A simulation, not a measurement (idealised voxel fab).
The following is a process module called voxel transistor to metal.
It is cross-section cut that appears here, measuring 170 nm in width, its square cells being 5 nm in size.
Square cells in a grid make up a cross-section in this document, and the grid is given as bands, listed from the top down, each one or more rows of cells.
Quick guide to a band line: top height, bottom height (nm) up front; then every material left to right with its width in nm. Only one material and it's marked "everywhere"? Then it fills the band edge to edge. And "blank" just means empty space.
Heights are expressed relative to 0, this being the level below which the as-received wafer comprises one material exclusively. The lowest band is unbounded in the downward direction and is denoted as in "from 0 down".
A width such as "30..40" changes by the same amount from each row of cells to the next, from the band's top row to its bottom row.
No cell of the cross-section changed in a step that is given as "nothing different".
Any empty space of 8 cells or more lacking an open way to the top shows up in "Enclosed cavities" as width x height at distance, distance from the left edge, in nm.
Note: text after step settings on the step line = simulator remark on that step.
Steps that use a mask can have "overlay nm" on their line. It says how far the mask sat to the right of where it was meant to be. Negative means to the left.
-- Process steps foreseen in the plan
1) RECEIVE (material Si)
2) OXIDIZE (depth nm 5)
3) CONFORMAL_DEP (material SiN; thk nm 15)
4) PATTERN (tone cover; mask id ACTIVE; material resist; width nm 110; thk nm 15; overlay nm 0)
5) DIRECTIONAL_ETCH (etch materials SiN; depth nm 15)
6) DIRECTIONAL_ETCH (etch materials SiO2; depth nm 5)
7) DIRECTIONAL_ETCH (etch materials Si; depth nm 25)
8) STRIP (etch materials resist)
9) FILL_DEP (material SiO2; thk nm 15)
10) CMP (height nm 15)
11) SELECTIVE_ETCH (etch materials SiO2; depth nm 10)
12) STRIP (etch materials SiN)
13) SELECTIVE_ETCH (etch materials SiO2; depth nm 5)
14) OXIDIZE (depth nm 5)
15) DIRECTIONAL_DEP (material polySi; thk nm 30)
16) DIRECTIONAL_DEP (material SiCN; thk nm 10)
17) MASKED_ETCH (tone cover; mask id GATE; width nm 20; etch materials SiCN; depth nm 20; overlay nm 0)
18) MASKED_ETCH (tone cover; mask id GATE; width nm 20; etch materials polySi; depth nm 40; overlay nm 0)
19) CONFORMAL_DEP (material SiO2; thk nm 5)
20) DIRECTIONAL_ETCH (etch materials SiO2; depth nm 5)
21) CONFORMAL_DEP (material SiN; thk nm 5)
22) DIRECTIONAL_ETCH (etch materials SiN; depth nm 5)
23) DIRECTIONAL_ETCH (etch materials SiO2; depth nm 5)
24) DIRECTIONAL_ETCH (etch materials Si; depth nm 15)
25) EPI (material nSi; thk nm 20)
26) FILL_DEP (material SiO2; thk nm 5)
27) CMP (height nm 35)
28) DIRECTIONAL_DEP (material SiO2; thk nm 15)
29) PATTERN (tone open; mask id CONTACT; material resist; width nm 30; pitch nm 60; thk nm 15; overlay nm 0)
30) DIRECTIONAL_ETCH (etch materials SiO2; depth nm 40)
31) STRIP (etch materials resist)
32) CONFORMAL_DEP (material TiN; thk nm 5)
33) FILL_DEP (material W; thk nm 10)
34) CMP (height nm 50)
35) DIRECTIONAL_DEP (material TiN; thk nm 5)
36) DIRECTIONAL_DEP (material W; thk nm 15)
37) PATTERN (tone cover; mask id METAL_1; material resist; width nm 20; pitch nm 70; thk nm 15; overlay nm 0)
38) DIRECTIONAL_ETCH (etch materials W; depth nm 15)
39) DIRECTIONAL_ETCH (etch materials TiN; depth nm 5)
40) STRIP (etch materials resist)
41) CONFORMAL_DEP (material SiN; thk nm 5)
42) FILL_DEP (material lowk; thk nm 10)
43) CMP (height nm 70)
44) CONFORMAL_DEP (material SiCN; thk nm 5)
45) DIRECTIONAL_DEP (material lowk; thk nm 25)
46) DIRECTIONAL_DEP (material aC; thk nm 10)
47) PATTERN (tone open; mask id METAL_2_HOLES; material resist; width nm 15; pitch nm 70; thk nm 25; overlay nm 0)
48) DIRECTIONAL_ETCH (etch materials aC; depth nm 10)
49) STRIP (etch materials resist)
50) DIRECTIONAL_ETCH (etch materials lowk; depth nm 25)
51) STRIP (etch materials aC)
52) MASKED_ETCH (tone open; mask id METAL_2; width nm 20; pitch nm 70; etch materials lowk; depth nm 15; overlay nm 0)
53) MASKED_ETCH (tone open; mask id METAL_2; width nm 20; pitch nm 70; etch materials SiCN; depth nm 5; overlay nm 0)
54) CONFORMAL_DEP (material TiN; thk nm 5)
55) FILL_DEP (material Cu; thk nm 10)
56) CMP (height nm 100)
57) CONFORMAL_DEP (material SiCN; thk nm 5)
-- Cross-sectional view of the wafer in its as-received condition, corresponding to the state after step 1
from 0 down  Si everywhere
Enclosed cavities: none
-- Starting structure and process plan are as shown above, but one mistake was made in running the module; the wafer cross-section at the end of the module follows
from 105 to 100  SiCN everywhere
from 100 to 90  lowk=40, TiN=5, Cu=10, TiN=5, lowk=50, TiN=5, Cu=10, TiN=5, lowk=40
from 90 to 85  lowk=40, TiN=5, Cu=5, TiN=10, lowk=50, TiN=5, Cu=5, TiN=10, lowk=40
from 85 to 75  lowk=40, TiN=5, Cu=5, TiN=5, lowk=55, TiN=5, Cu=5, TiN=5, lowk=45
from 75 to 70  SiCN=40, TiN=15, SiCN=55, TiN=15, SiCN=45
from 70 to 55  lowk=35, SiN=5, W=20, SiN=5, lowk=40, SiN=5, W=20, SiN=5, lowk=35
from 55 to 50  SiN=40, TiN=20, SiN=50, TiN=20, SiN=40
from 50 to 40  SiO2=40, TiN=5, W=20, TiN=5, SiO2=30, TiN=5, W=20, TiN=5, SiO2=40
from 40 to 35  SiO2=40, TiN=5, W=15, TiN=10, SiO2=30, TiN=10, W=15, TiN=5, SiO2=40
from 35 to 25  SiO2=40, TiN=5, W=15, TiN=5, SiN=5, SiO2=5, SiCN=20, SiO2=5, SiN=5, TiN=5, W=15, TiN=5, SiO2=40
from 25 to 15  SiO2=40, TiN=5, W=15, TiN=5, SiN=5, SiO2=5, polySi=20, SiO2=5, SiN=5, TiN=5, W=15, TiN=5, SiO2=40
from 15 to 10  SiO2=40, TiN=25, SiN=5, SiO2=5, polySi=20, SiO2=5, SiN=5, TiN=25, SiO2=40
from 10 to 0  SiO2=65, SiN=5, SiO2=5, polySi=20, SiO2=5, SiN=5, SiO2=65
from 0 to -5  SiO2=30, SiN=5, SiO2=30, SiN=5, SiO2=5, polySi=20, SiO2=5, SiN=5, SiO2=30, SiN=5, SiO2=30
from -5 to -10  SiO2=35, nSi=30, SiO2=40, nSi=30, SiO2=35
from -10 to -30  SiO2=30, Si=110, SiO2=30
from -30 down  Si everywhere
Enclosed cavities: none
What broke from the plan during processing? steps 24 and 25 got flipped, so each one ran where the other should have
